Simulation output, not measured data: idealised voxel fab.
Process module under the name voxel self aligned vias
The cross-section on display is named cut; it measures 300 nm wide, and its cells are 5 nm squares.
Cross-section, as written here: a square-cell grid given band by band from the top down, where a band holds one or more rows of cells.
Band: top height; bottom height; in nm. Then, left to right: material with width in nm, for each material. "everywhere": a single material spanning edge to edge. "empty": empty space.
For the purposes of this specification, 0 denotes the height below which the wafer in its as-received condition is composed wholly of one material, and the lowermost band, lacking a lower limit, extends downward without end, as expressed in "0 down".
A width given as "30->40" starts at the first number in the band's top row and ends at the second number in its bottom row, shifting by an equal amount at every step from row to row.
"nothing got changed" (step): cross-section cells unchanged, all of them.
In the "Closed void entries" entry, you get each enclosed empty space of 8 cells or more, one with no open way to the top, written width x height at distance, distance from the left edge, in nm.
Note: text after step settings on the step line = simulator remark on that step.
"overlay nm" denotes, for a step that has a mask, the displacement of the mask to the right of its planned place, with negative values corresponding to the left.
**Process steps - plan**
step 1: op RECEIVE | material Si
step 2: op CONFORMAL_DEP | material SiO2 | thk nm 15
step 3: op CONFORMAL_DEP | material SiCN | thk nm 5
step 4: op DIRECTIONAL_DEP | material lowk | thk nm 30
step 5: op MASKED_ETCH | tone open | mask id LINES | width nm 20 | pitch nm 60 | etch materials lowk | depth nm 30 | overlay nm 0
step 6: op CONFORMAL_DEP | material TiN | thk nm 5
step 7: op FILL_DEP | material Ru | thk nm 10
step 8: op CMP | height nm 50
step 9: op SELECTIVE_ETCH | etch materials W Ru TiN | depth nm 5
step 10: op FILL_DEP | material SiN | thk nm 10
step 11: op CMP | height nm 40
step 12: op DIRECTIONAL_DEP | material lowk | thk nm 20
step 13: op MASKED_ETCH | tone open | mask id VIAS | width nm 30 | pitch nm 60 | etch materials lowk | depth nm 20 | overlay nm 0
step 14: op MASKED_ETCH | tone open | mask id VIAS | width nm 30 | pitch nm 60 | etch materials SiN | depth nm 5 | overlay nm 0
step 15: op CONFORMAL_DEP | material TiN | thk nm 5
step 16: op FILL_DEP | material Cu | thk nm 10
step 17: op CMP | height nm 70
step 18: op CONFORMAL_DEP | material SiN | thk nm 5
Keep in mind the plan's value for the height nm of step 11 comes from the first wafer; the wafers don't share that setting, but they do share the same starting point.
**Received condition of the first of several wafers, sectioned: post-step 1**
0 down  Si everywhere
Closed void entries: none
**End of module: cross-section of the first of several wafers after step 18, the last step**
75 to 70  SiN everywhere
70 to 65  Cu everywhere
65 to 60  TiN 80  Cu 20  TiN 40  Cu 20  TiN 40  Cu 20  TiN 80
60 to 45  lowk 75  TiN 5  Cu 20  TiN 5  lowk 30  TiN 5  Cu 20  TiN 5  lowk 30  TiN 5  Cu 20  TiN 5  lowk 75
45 to 40  lowk 75  TiN 30  lowk 30  TiN 30  lowk 30  TiN 30  lowk 75
40 to 25  lowk 80  TiN 5  Ru 10  TiN 5  lowk 40  TiN 5  Ru 10  TiN 5  lowk 40  TiN 5  Ru 10  TiN 5  lowk 80
25 to 20  lowk 80  TiN 20  lowk 40  TiN 20  lowk 40  TiN 20  lowk 80
20 to 15  SiCN everywhere
15 to 0  SiO2 everywhere
0 down  Si everywhere
Closed void entries: none
**Of the several wafers, the last: cross-section at the end of the module**
75 to 70  SiN everywhere
70 to 60  lowk 75  TiN 5  Cu 20  TiN 5  lowk 30  TiN 5  Cu 20  TiN 5  lowk 30  TiN 5  Cu 20  TiN 5  lowk 75
60 to 55  SiN 75  TiN 30  SiN 30  TiN 30  SiN 30  TiN 30  SiN 75
55 to 50  SiN everywhere
50 to 45  lowk 80  SiN 20  lowk 40  SiN 20  lowk 40  SiN 20  lowk 80
45 to 25  lowk 80  TiN 5  Ru 10  TiN 5  lowk 40  TiN 5  Ru 10  TiN 5  lowk 40  TiN 5  Ru 10  TiN 5  lowk 80
25 to 20  lowk 80  TiN 20  lowk 40  TiN 20  lowk 40  TiN 20  lowk 80
20 to 15  SiCN everywhere
15 to 0  SiO2 everywhere
0 down  Si everywhere
Closed void entries: none
**Basically each wafer gets a line in the table, showing it at the end of the module: material by material, the cells it gained (+) or lost (-) since we got it, then its closed voids**
height nm 40 | +108 Cu | +18 Ru | +60 SiCN | +60 SiN | +180 SiO2 | +114 TiN | +360 lowk | Closed void entries: none
height nm 45 | +48 Cu | +24 Ru | +60 SiCN | +60 SiN | +180 SiO2 | +120 TiN | +408 lowk | Closed void entries: none
height nm 50 | +42 Cu | +24 Ru | +60 SiCN | +60 SiN | +180 SiO2 | +78 TiN | +456 lowk | Closed void entries: none
height nm 55 | +36 Cu | +24 Ru | +60 SiCN | +114 SiN | +180 SiO2 | +72 TiN | +414 lowk | Closed void entries: none
height nm 60 | +24 Cu | +24 Ru | +60 SiCN | +174 SiN | +180 SiO2 | +66 TiN | +372 lowk | Closed void entries: none
